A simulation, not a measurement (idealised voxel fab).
Title: Process Module voxel self aligned contacts
In the cross-section labelled cut, the width is 250 nm and each square cell is 5 nm.
A cross-section is written here as square cells arranged in a grid, and it is given in bands from the top down, each band taking up one or more rows of cells. Heights first: top, then bottom, in nm. Then materials, left to right, each with a width in nm. "everywhere" on a single material: fills the band edge to edge. "air": empty space. Heights from 0 (as-received wafer is one material below). Bottom band endless downward, as "z 0 and below". Note: "30..40" means the width goes from the first number (top row of the band) to the second number (bottom row) in equal steps per row of cells. "no alterations made" means the step left every cell of the cross-section as it was. The entry titled "Fully closed voids" provides the empty spaces that have no open way to the top, restricted to those of 8 cells or more. Each is presented as width x height at distance, the distance being measured from the left edge, with all three in nm. Formally, on a step line, whatever follows the settings is a remark that the simulator itself makes on the step. overlay nm: for a step with a mask, the amount by which the mask lay right of where it was planned; a negative amount means left of it.

# Process steps (planned)
- 1: RECEIVE (material Si)
- 2: OXIDIZE (depth nm 5)
- 3: DIRECTIONAL_DEP (material polySi; thk nm 25)
- 4: DIRECTIONAL_DEP (material SiN; thk nm 20)
- 5: MASKED_ETCH (tone cover; mask id GATE; width nm 25; pitch nm 70; etch materials SiN; depth nm 20; overlay nm 0)
- 6: MASKED_ETCH (tone cover; mask id GATE; width nm 25; pitch nm 70; etch materials polySi; depth nm 25; overlay nm 0)
- 7: CONFORMAL_DEP (material SiN; thk nm 10)
- 8: DIRECTIONAL_ETCH (etch materials SiN; depth nm 10)
- 9: FILL_DEP (material SiO2; thk nm 15)
- 10: CMP (height nm 50)
- 11: PATTERN (tone open; mask id CONTACT; material resist; width nm 55; thk nm 20; overlay nm 0)
- 12: DIRECTIONAL_ETCH (etch materials SiO2; depth nm 55)
- 13: STRIP (etch materials resist)
- 14: CONFORMAL_DEP (material TiN; thk nm 5)
- 15: FILL_DEP (material Ru; thk nm 10)
- 16: CMP (height nm 50)
- 17: CONFORMAL_DEP (material SiN; thk nm 5)

# Shown in cross-section is the wafer as received, that is, as it stands after step 1
> z 0 and below  Si everywhere
> Fully closed voids: none

# first wafer at the end, as planned
> z 55 to 50  SiN everywhere
> z 50 to 45  SiO2: 95, TiN: 20, Ru: 15, TiN: 20, SiO2: 100
> z 45 to 25  SiO2: 65, SiN: 45, TiN: 5, Ru: 15, TiN: 5, SiN: 45, SiO2: 70
> z 25 to 0  SiO2: 65, SiN: 10, polySi: 25, SiN: 10, TiN: 5, Ru: 15, TiN: 5, SiN: 10, polySi: 25, SiN: 10, SiO2: 70
> z 0 to -5  SiO2: 110, TiN: 25, SiO2: 115
> z -5 and below  Si everywhere
> Fully closed voids: none

# Module end: cross-section of wafer two of two. Same start and process plan as the first wafer. One mistake during execution
> z 55 to 50  SiN everywhere
> z 50 to 45  SiO2: 100, TiN: 15, Ru: 15, TiN: 15, SiO2: 105
> z 45 to 25  SiO2: 65, SiN: 45, TiN: 5, Ru: 15, TiN: 5, SiN: 45, SiO2: 70
> z 25 to 0  SiO2: 65, SiN: 10, polySi: 25, SiN: 10, TiN: 5, Ru: 15, TiN: 5, SiN: 10, polySi: 25, SiN: 10, SiO2: 70
> z 0 to -5  SiO2: 110, TiN: 25, SiO2: 115
> z -5 and below  Si everywhere
> Fully closed voids: none
Error vs. plan: so step 11 ended up running with a different setting than we planned, it ran as PATTERN (tone open; mask id CONTACT; material resist; width nm 45; thk nm 20; overlay nm 0)
Counted in cells at the end, the second wafer holds more or fewer of these materials than the first: SiO2: 2 more | TiN: 2 fewer
